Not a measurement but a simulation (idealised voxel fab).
Process module in this document: voxel ribs on slabs
Xsec cut, 155 nm wide, square cell size 5 nm.
In what follows, cross-sections appear as grids of square cells, described through bands that run from the top down, where every band is one or more rows of cells.
Each band's line starts with the height of the band's top and of its bottom, in nm. Then come its materials from left to right, each with its width in nm. One material with "everywhere" fills the band from edge to edge. "air" is empty space.
It should be noted that heights are counted from 0, beneath which the wafer as supplied is of one material throughout, and that the lowest band possesses no lower boundary but continues downward, as written in "z 0 and below".
A width such as "30..40" changes by the same amount from each row of cells to the next, from the band's top row to its bottom row.
Any step labelled "no alteration" changed none of the cells in the cross-section.
"Tabulated closed voids" contains a list of empty spaces, each no smaller than 8 cells and without an open way to the top, written in the form width x height at distance with the distance from the left edge and all three in nm.
It should be noted that, on the line of a given step, the content following the step's settings is a remark produced by the simulator itself with respect to that step.
What "overlay nm" on a step's line means: if the step has a mask, that mask lay this far to the right of its planned place, or, when the value is negative, to the left.
# Process steps foreseen in the plan
1) RECEIVE | material Si
2) DIRECTIONAL_DEP | material SiO2 | thk nm 20
3) DIRECTIONAL_DEP | material SiN | thk nm 20
4) PATTERN | tone cover | mask id RIB | material resist | width nm 15 | thk nm 15 | overlay nm 0
5) DIRECTIONAL_ETCH | etch materials SiN | depth nm 10
6) STRIP | etch materials resist
7) MASKED_ETCH | tone cover | mask id SLAB | width nm 75 | etch materials SiN | depth nm 10 | overlay nm 0
8) FILL_DEP | material SiO2 | thk nm 25
9) CMP | height nm 60
10) DIRECTIONAL_DEP | material TiN | thk nm 5
11) PATTERN | tone cover | mask id HEATER | material resist | width nm 25 | thk nm 20 | overlay nm 0
12) DIRECTIONAL_ETCH | etch materials TiN | depth nm 5
13) STRIP | etch materials resist
14) CONFORMAL_DEP | material SiN | thk nm 10
# First of two wafers - as planned
# As received (post step 1): cross-section
- z 0 and below  Si everywhere
- Tabulated closed voids: none
# After step 2, in cross-section
- z 20 to 0  SiO2 everywhere
- Rest of section, below 0: as before.
# After step 3, in cross-section
- z 40 to 20  SiN everywhere
- Rest of section, below 20: as before.
# After step 4, in cross-section
- z 55 to 40  air 70 nm  resist 15 nm  air 70 nm
- Rest of section, below 40: as before.
# After step 5, in cross-section
- z 55 to 40  air 70 nm  resist 15 nm  air 70 nm
- z 40 to 30  air 70 nm  SiN 15 nm  air 70 nm
- Rest of section, below 30: as before.
# After step 6, in cross-section
- z 40 to 30  air 70 nm  SiN 15 nm  air 70 nm
- Rest of section, below 30: as before.
# After step 7, in cross-section
- z 40 to 30  air 70 nm  SiN 15 nm  air 70 nm
- z 30 to 20  air 40 nm  SiN 75 nm  air 40 nm
- Rest of section, below 20: as before.
# After step 8, in cross-section
- z 65 to 40  SiO2 everywhere
- z 40 to 30  SiO2 70 nm  SiN 15 nm  SiO2 70 nm
- z 30 to 20  SiO2 40 nm  SiN 75 nm  SiO2 40 nm
- Rest of section, below 20: as before.
# After step 9, in cross-section
- z 60 to 40  SiO2 everywhere
- Rest of section, below 40: as before.
# After step 10, in cross-section
- z 65 to 60  TiN everywhere
- Rest of section, below 60: as before.
# After step 11, in cross-section
- z 85 to 65  air 65 nm  resist 25 nm  air 65 nm
- Rest of section, below 65: as before.
# After step 12, in cross-section
- z 85 to 65  air 65 nm  resist 25 nm  air 65 nm
- z 65 to 60  air 65 nm  TiN 25 nm  air 65 nm
- Rest of section, below 60: as before.
# After step 13, in cross-section
- z 65 to 60  air 65 nm  TiN 25 nm  air 65 nm
- Rest of section, below 60: as before.
# After step 14, in cross-section
- z 75 to 70  air 55 nm  SiN 45 nm  air 55 nm
- z 70 to 65  SiN everywhere
- z 65 to 60  SiN 65 nm  TiN 25 nm  SiN 65 nm
- Rest of section, below 60: as before.
# Second wafer. Start and plan as for the first. One mistake made in running. Agrees with the first up to and including step 8
# Cross-section, second wafer, at the end time the plan gives for step 9
- z 55 to 40  SiO2 everywhere
- Rest of section, below 40: as before.
# Cross-section, second wafer, at the end time the plan gives for step 10
- z 60 to 55  TiN everywhere
- Rest of section, below 55: as before.
# Cross-section, second wafer, at the end time the plan gives for step 11
- z 80 to 60  air 65 nm  resist 25 nm  air 65 nm
- Rest of section, below 60: as before.
# Cross-section, second wafer, at the end time the plan gives for step 12
- z 80 to 60  air 65 nm  resist 25 nm  air 65 nm
- z 60 to 55  air 65 nm  TiN 25 nm  air 65 nm
- Rest of section, below 55: as before.
# Cross-section, second wafer, at the end time the plan gives for step 13
- z 60 to 55  air 65 nm  TiN 25 nm  air 65 nm
- Rest of section, below 55: as before.
# Cross-section, second wafer, at the end time the plan gives for step 14
- z 70 to 65  air 55 nm  SiN 45 nm  air 55 nm
- z 65 to 60  SiN everywhere
- z 60 to 55  SiN 65 nm  TiN 25 nm  SiN 65 nm
- Rest of section, below 55: as before.
The plan and the run diverged here: heads up, step 9 didn't go per plan, it actually ran as CMP | height nm 55
In the final state, the cell counts of the second wafer exceed or fall short of those of the first for the following materials: SiO2: 31 fewer
